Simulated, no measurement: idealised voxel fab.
Herein follows the process module entitled voxel wiring stack.
Displayed cross-section: cut, width of 220 nm, square cells sized 5 nm.
Cross-sections here: square-cell grids, written as top-down lists of bands, a band being one or more rows of cells. First you get the band's top height and its bottom height, in nm, and then the materials it's made of, left to right, with each width in nm. If you see a single material with "everywhere", that one covers the band edge to edge. "blank" is empty space. A quick word on heights: they are counted from 0, and under that level the wafer as it came to us is one material throughout. The lowest band is different from the rest in having no bottom; it simply continues downward, written as in "0 -> down". Quick explanation for "30->40": the width changes in equal steps down the rows of cells, from the first number in the band's top row to the second number in its bottom row. The designation "left unchanged", where it is given for a processing step, indicates that no cell of the cross-section was altered in the course of that step. Entry "Fully sealed voids". Content: empty spaces with no open connection to the top, size 8 cells or greater. Each: width x height at distance. Distance: from left edge. Unit: nm. Formally, on a step line, whatever follows the settings is a remark that the simulator itself makes on the step. If you see "overlay nm" on a step's line and that step has a mask, it's telling you how far right of where it was planned the mask ended up; a negative number means it went left instead.

# Intended process steps
1 op RECEIVE | material Si
2 op CONFORMAL_DEP | material SiO2 | thk nm 10
3 op CONFORMAL_DEP | material SiN | thk nm 5
4 op DIRECTIONAL_DEP | material lowk | thk nm 15
5 op MASKED_ETCH | tone open | mask id METAL_1 | width nm 20 | pitch nm 50 | etch materials lowk | depth nm 15 | overlay nm 0
6 op MASKED_ETCH | tone open | mask id METAL_1 | width nm 20 | pitch nm 50 | etch materials SiN | depth nm 5 | overlay nm 0
7 op CONFORMAL_DEP | material TiN | thk nm 5
8 op FILL_DEP | material Cu | thk nm 5
9 op CMP | height nm 30
10 op CONFORMAL_DEP | material SiCN | thk nm 5
11 op DIRECTIONAL_DEP | material SiO2 | thk nm 10
12 op MASKED_ETCH | tone open | mask id PLUG_1 | width nm 15 | pitch nm 50 | etch materials SiO2 | depth nm 10 | overlay nm 0
13 op MASKED_ETCH | tone open | mask id PLUG_1 | width nm 15 | pitch nm 50 | etch materials SiCN | depth nm 5 | overlay nm 0
14 op EPI | material Ru | thk nm 10
15 op EPI | material Ru | thk nm 5
16 op DIRECTIONAL_DEP | material TiN | thk nm 5
17 op DIRECTIONAL_DEP | material Ru | thk nm 20
18 op DIRECTIONAL_DEP | material aC | thk nm 15
19 op PATTERN | tone cover | mask id METAL_2 | material resist | width nm 20 | pitch nm 50 | thk nm 30 | overlay nm 0
20 op DIRECTIONAL_ETCH | etch materials aC | depth nm 15
21 op STRIP | etch materials resist
22 op DIRECTIONAL_ETCH | etch materials Ru | depth nm 20
23 op DIRECTIONAL_ETCH | etch materials TiN | depth nm 5
24 op STRIP | etch materials aC
25 op CONFORMAL_DEP | material SiN | thk nm 5
26 op FILL_DEP | material lowk | thk nm 10
27 op CMP | height nm 70
28 op CONFORMAL_DEP | material SiCN | thk nm 5
29 op DIRECTIONAL_DEP | material SiO2 | thk nm 10
30 op PATTERN | tone open | mask id PLUG_2 | material resist | width nm 15 | pitch nm 50 | thk nm 15 | overlay nm 0
31 op DIRECTIONAL_ETCH | etch materials SiO2 | depth nm 10
32 op DIRECTIONAL_ETCH | etch materials SiCN | depth nm 5
33 op STRIP | etch materials resist
34 op EPI | material Ru | thk nm 10
35 op EPI | material Ru | thk nm 5
36 op CONFORMAL_DEP | material SiN | thk nm 5
37 op DIRECTIONAL_DEP | material SiO2 | thk nm 25
38 op PATTERN | tone open | mask id METAL_3 | material resist | width nm 20 | pitch nm 50 | thk nm 15 | overlay nm 0
39 op DIRECTIONAL_ETCH | etch materials SiO2 | depth nm 25
40 op DIRECTIONAL_ETCH | etch materials SiN | depth nm 5
41 op STRIP | etch materials resist
42 op CONFORMAL_DEP | material TiN | thk nm 5
43 op FILL_DEP | material Ru | thk nm 5
44 op CMP | height nm 115
45 op CONFORMAL_DEP | material SiCN | thk nm 5

# Here's what the wafer looked like in cross-section when it arrived - that's after step 1
0 -> down  Si everywhere
Fully sealed voids: none

# As-planned run: cross-section of the first of two wafers at end of module
120 -> 115  SiCN everywhere
115 -> 90  75 nm SiO2 / 5 nm TiN / 10 nm Ru / 5 nm TiN / 30 nm SiO2 / 5 nm TiN / 10 nm Ru / 5 nm TiN / 75 nm SiO2
90 -> 85  75 nm SiN / 20 nm TiN / 30 nm SiN / 20 nm TiN / 75 nm SiN
85 -> 75  75 nm SiO2 / 15 nm Ru / 35 nm SiO2 / 15 nm Ru / 80 nm SiO2
75 -> 70  75 nm SiCN / 15 nm Ru / 35 nm SiCN / 15 nm Ru / 80 nm SiCN
70 -> 50  70 nm lowk / 5 nm SiN / 20 nm Ru / 5 nm SiN / 20 nm lowk / 5 nm SiN / 20 nm Ru / 5 nm SiN / 70 nm lowk
50 -> 45  75 nm SiN / 20 nm TiN / 30 nm SiN / 20 nm TiN / 75 nm SiN
45 -> 35  75 nm SiO2 / 15 nm Ru / 35 nm SiO2 / 15 nm Ru / 80 nm SiO2
35 -> 30  75 nm SiCN / 15 nm Ru / 35 nm SiCN / 15 nm Ru / 80 nm SiCN
30 -> 15  75 nm lowk / 5 nm TiN / 10 nm Cu / 5 nm TiN / 30 nm lowk / 5 nm TiN / 10 nm Cu / 5 nm TiN / 75 nm lowk
15 -> 10  75 nm SiN / 20 nm TiN / 30 nm SiN / 20 nm TiN / 75 nm SiN
10 -> 0  SiO2 everywhere
0 -> down  Si everywhere
Fully sealed voids: none

# Wafer two, end of module, cross-section. Same start, same plan as wafer one. One mistake in the run
120 -> 115  SiCN everywhere
115 -> 100  75 nm SiO2 / 5 nm TiN / 10 nm Ru / 5 nm TiN / 30 nm SiO2 / 5 nm TiN / 10 nm Ru / 5 nm TiN / 75 nm SiO2
100 -> 95  60 nm SiO2 / 15 nm SiN / 20 nm TiN / 10 nm SiN / 5 nm SiO2 / 15 nm SiN / 20 nm TiN / 10 nm SiN / 65 nm SiO2
95 -> 90  60 nm SiO2 / 5 nm SiN / 35 nm Ru / 5 nm SiN / 5 nm SiO2 / 5 nm SiN / 35 nm Ru / 5 nm SiN / 65 nm SiO2
90 -> 85  65 nm SiN / 35 nm Ru / 15 nm SiN / 35 nm Ru / 70 nm SiN
85 -> 75  75 nm SiO2 / 15 nm Ru / 35 nm SiO2 / 15 nm Ru / 80 nm SiO2
75 -> 70  75 nm SiCN / 15 nm Ru / 35 nm SiCN / 15 nm Ru / 80 nm SiCN
70 -> 50  70 nm lowk / 5 nm SiN / 20 nm Ru / 5 nm SiN / 20 nm lowk / 5 nm SiN / 20 nm Ru / 5 nm SiN / 70 nm lowk
50 -> 45  75 nm SiN / 20 nm TiN / 30 nm SiN / 20 nm TiN / 75 nm SiN
45 -> 35  75 nm SiO2 / 15 nm Ru / 35 nm SiO2 / 15 nm Ru / 80 nm SiO2
35 -> 30  75 nm SiCN / 15 nm Ru / 35 nm SiCN / 15 nm Ru / 80 nm SiCN
30 -> 15  75 nm lowk / 5 nm TiN / 10 nm Cu / 5 nm TiN / 30 nm lowk / 5 nm TiN / 10 nm Cu / 5 nm TiN / 75 nm lowk
15 -> 10  75 nm SiN / 20 nm TiN / 30 nm SiN / 20 nm TiN / 75 nm SiN
10 -> 0  SiO2 everywhere
0 -> down  Si everywhere
Fully sealed voids: none
Here's what went sideways: step 34 of the plan was twice carried out
Counted in cells at the end, the second wafer holds more or fewer of these materials than the first: +20 Ru | +8 SiN | -20 SiO2 | -8 TiN
